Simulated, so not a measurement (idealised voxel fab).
Module name: voxel fin reveal (process module)
Shown is cross-section cut, with a width of 250 nm and square cells of size 5 nm.
A cross-section is a grid of square cells, given in bands from the top down. A band is one or more rows of cells. Each band's line starts with the height of the band's top and of its bottom, in nm. Then come its materials from left to right, each with its width in nm. One material with "all across" fills the band from edge to edge. "empty" is empty space. Beneath 0, the wafer as received is one material, and that level is where height counting begins. The lowest band goes on downward without a bottom; it is written like "0 down". A width such as "30 to 40" changes by the same amount from each row of cells to the next, from the band's top row to its bottom row. It should be understood that the words "identical to before", when stated for a given step, signify that the cross-section underwent no change in any of its cells during that step. This entry, "Enclosed void list", enumerates those empty regions of no fewer than 8 cells that possess no open connection to the top. Each region is reported in the form width x height at distance, the distance being taken from the left edge, with all three quantities expressed in nm. It should be noted that, on the line of a given step, the content following the step's settings is a remark produced by the simulator itself with respect to that step. Among the settings permitted on a step's line is "overlay nm"; applied to a step with a mask, it specifies the extent to which the mask lay to the right of its planned position, whereas a negative figure signifies a position to the left.
plan:
1: RECEIVE [material Si]
2: CONFORMAL_DEP [material SiN] [thk nm 5]
3: DIRECTIONAL_DEP [material aC] [thk nm 15]
4: PATTERN [tone cover] [mask id FINS] [material resist] [width nm 15] [pitch nm 35] [thk nm 35] [overlay nm 0]
5: DIRECTIONAL_ETCH [etch materials aC] [depth nm 15]
6: STRIP [etch materials resist]
7: DIRECTIONAL_ETCH [etch materials SiN] [depth nm 5]
8: DIRECTIONAL_ETCH [etch materials Si] [depth nm 30]
9: STRIP [etch materials aC]
10: FILL_DEP [material SiO2] [thk nm 5]
11: CMP [height nm 5]
12: SELECTIVE_ETCH [etch materials SiO2] [depth nm 25]
13: STRIP [etch materials SiN]
14: CONFORMAL_DEP [material HfO2] [thk nm 5]
The first wafer of two, processed as planned:
Wafer as received: cross-section following step 1:
  0 down = Si all across
  Enclosed void list: none
Wafer section view after processing step 2:
  5 to 0 = SiN all across
  For the remainder of the cross-section, below 0, there is no change.
Wafer section view after processing step 3:
  20 to 5 = aC all across
  For the remainder of the cross-section, below 5, there is no change.
Wafer section view after processing step 4:
  55 to 20 = 65 nm empty / 15 nm resist / 20 nm empty / 15 nm resist / 20 nm empty / 15 nm resist / 20 nm empty / 15 nm resist / 65 nm empty
  For the remainder of the cross-section, below 20, there is no change.
Wafer section view after processing step 5:
  40 to 20 = 65 nm empty / 15 nm resist / 20 nm empty / 15 nm resist / 20 nm empty / 15 nm resist / 20 nm empty / 15 nm resist / 65 nm empty
  20 to 5 = 65 nm empty / 15 nm aC / 20 nm empty / 15 nm aC / 20 nm empty / 15 nm aC / 20 nm empty / 15 nm aC / 65 nm empty
  For the remainder of the cross-section, below 5, there is no change.
Wafer section view after processing step 6:
  20 to 5 = 65 nm empty / 15 nm aC / 20 nm empty / 15 nm aC / 20 nm empty / 15 nm aC / 20 nm empty / 15 nm aC / 65 nm empty
  For the remainder of the cross-section, below 5, there is no change.
Wafer section view after processing step 7:
  20 to 5 = 65 nm empty / 15 nm aC / 20 nm empty / 15 nm aC / 20 nm empty / 15 nm aC / 20 nm empty / 15 nm aC / 65 nm empty
  5 to 0 = 65 nm empty / 15 nm SiN / 20 nm empty / 15 nm SiN / 20 nm empty / 15 nm SiN / 20 nm empty / 15 nm SiN / 65 nm empty
  For the remainder of the cross-section, below 0, there is no change.
Wafer section view after processing step 8:
  20 to 5 = 65 nm empty / 15 nm aC / 20 nm empty / 15 nm aC / 20 nm empty / 15 nm aC / 20 nm empty / 15 nm aC / 65 nm empty
  5 to 0 = 65 nm empty / 15 nm SiN / 20 nm empty / 15 nm SiN / 20 nm empty / 15 nm SiN / 20 nm empty / 15 nm SiN / 65 nm empty
  0 to -30 = 65 nm empty / 15 nm Si / 20 nm empty / 15 nm Si / 20 nm empty / 15 nm Si / 20 nm empty / 15 nm Si / 65 nm empty
  For the remainder of the cross-section, below -30, there is no change.
Wafer section view after processing step 9:
  5 to 0 = 65 nm empty / 15 nm SiN / 20 nm empty / 15 nm SiN / 20 nm empty / 15 nm SiN / 20 nm empty / 15 nm SiN / 65 nm empty
  For the remainder of the cross-section, below 0, there is no change.
Wafer section view after processing step 10:
  10 to 5 = SiO2 all across
  5 to 0 = 65 nm SiO2 / 15 nm SiN / 20 nm SiO2 / 15 nm SiN / 20 nm SiO2 / 15 nm SiN / 20 nm SiO2 / 15 nm SiN / 65 nm SiO2
  0 to -30 = 65 nm SiO2 / 15 nm Si / 20 nm SiO2 / 15 nm Si / 20 nm SiO2 / 15 nm Si / 20 nm SiO2 / 15 nm Si / 65 nm SiO2
  For the remainder of the cross-section, below -30, there is no change.
Wafer section view after processing step 11:
  5 to 0 = 65 nm SiO2 / 15 nm SiN / 20 nm SiO2 / 15 nm SiN / 20 nm SiO2 / 15 nm SiN / 20 nm SiO2 / 15 nm SiN / 65 nm SiO2
  For the remainder of the cross-section, below 0, there is no change.
Wafer section view after processing step 12:
  5 to 0 = 65 nm empty / 15 nm SiN / 20 nm empty / 15 nm SiN / 20 nm empty / 15 nm SiN / 20 nm empty / 15 nm SiN / 65 nm empty
  0 to -20 = 65 nm empty / 15 nm Si / 20 nm empty / 15 nm Si / 20 nm empty / 15 nm Si / 20 nm empty / 15 nm Si / 65 nm empty
  For the remainder of the cross-section, below -20, there is no change.
Wafer section view after processing step 13:
  0 to -20 = 65 nm empty / 15 nm Si / 20 nm empty / 15 nm Si / 20 nm empty / 15 nm Si / 20 nm empty / 15 nm Si / 65 nm empty
  For the remainder of the cross-section, below -20, there is no change.
Wafer section view after processing step 14:
  5 to 0 = 60 nm empty / 25 nm HfO2 / 10 nm empty / 25 nm HfO2 / 10 nm empty / 25 nm HfO2 / 10 nm empty / 25 nm HfO2 / 60 nm empty
  0 to -15 = 60 nm empty / 5 nm HfO2 / 15 nm Si / 5 nm HfO2 / 10 nm empty / 5 nm HfO2 / 15 nm Si / 5 nm HfO2 / 10 nm empty / 5 nm HfO2 / 15 nm Si / 5 nm HfO2 / 10 nm empty / 5 nm HfO2 / 15 nm Si / 5 nm HfO2 / 60 nm empty
  -15 to -20 = 65 nm HfO2 / 15 nm Si / 20 nm HfO2 / 15 nm Si / 20 nm HfO2 / 15 nm Si / 20 nm HfO2 / 15 nm Si / 65 nm HfO2
  For the remainder of the cross-section, below -20, there is no change.
Second Wafer (Identical Start and Plan, One Processing Error; Matches First Wafer Through Step 13):
Second wafer, sectioned view, at step 14's planned end time:
  5 to 0 = 60 nm empty / 25 nm SiO2 / 10 nm empty / 25 nm SiO2 / 10 nm empty / 25 nm SiO2 / 10 nm empty / 25 nm SiO2 / 60 nm empty
  0 to -15 = 60 nm empty / 5 nm SiO2 / 15 nm Si / 5 nm SiO2 / 10 nm empty / 5 nm SiO2 / 15 nm Si / 5 nm SiO2 / 10 nm empty / 5 nm SiO2 / 15 nm Si / 5 nm SiO2 / 10 nm empty / 5 nm SiO2 / 15 nm Si / 5 nm SiO2 / 60 nm empty
  -15 to -30 = 65 nm SiO2 / 15 nm Si / 20 nm SiO2 / 15 nm Si / 20 nm SiO2 / 15 nm Si / 20 nm SiO2 / 15 nm Si / 65 nm SiO2
  For the remainder of the cross-section, below -30, there is no change.
So what did we get wrong on this run? off-plan run, step 14, actual operation and settings CONFORMAL_DEP [material SiO2] [thk nm 5]
In the final state, the cell counts of the second wafer exceed or fall short of those of the first for the following materials: -82 HfO2; +82 SiO2
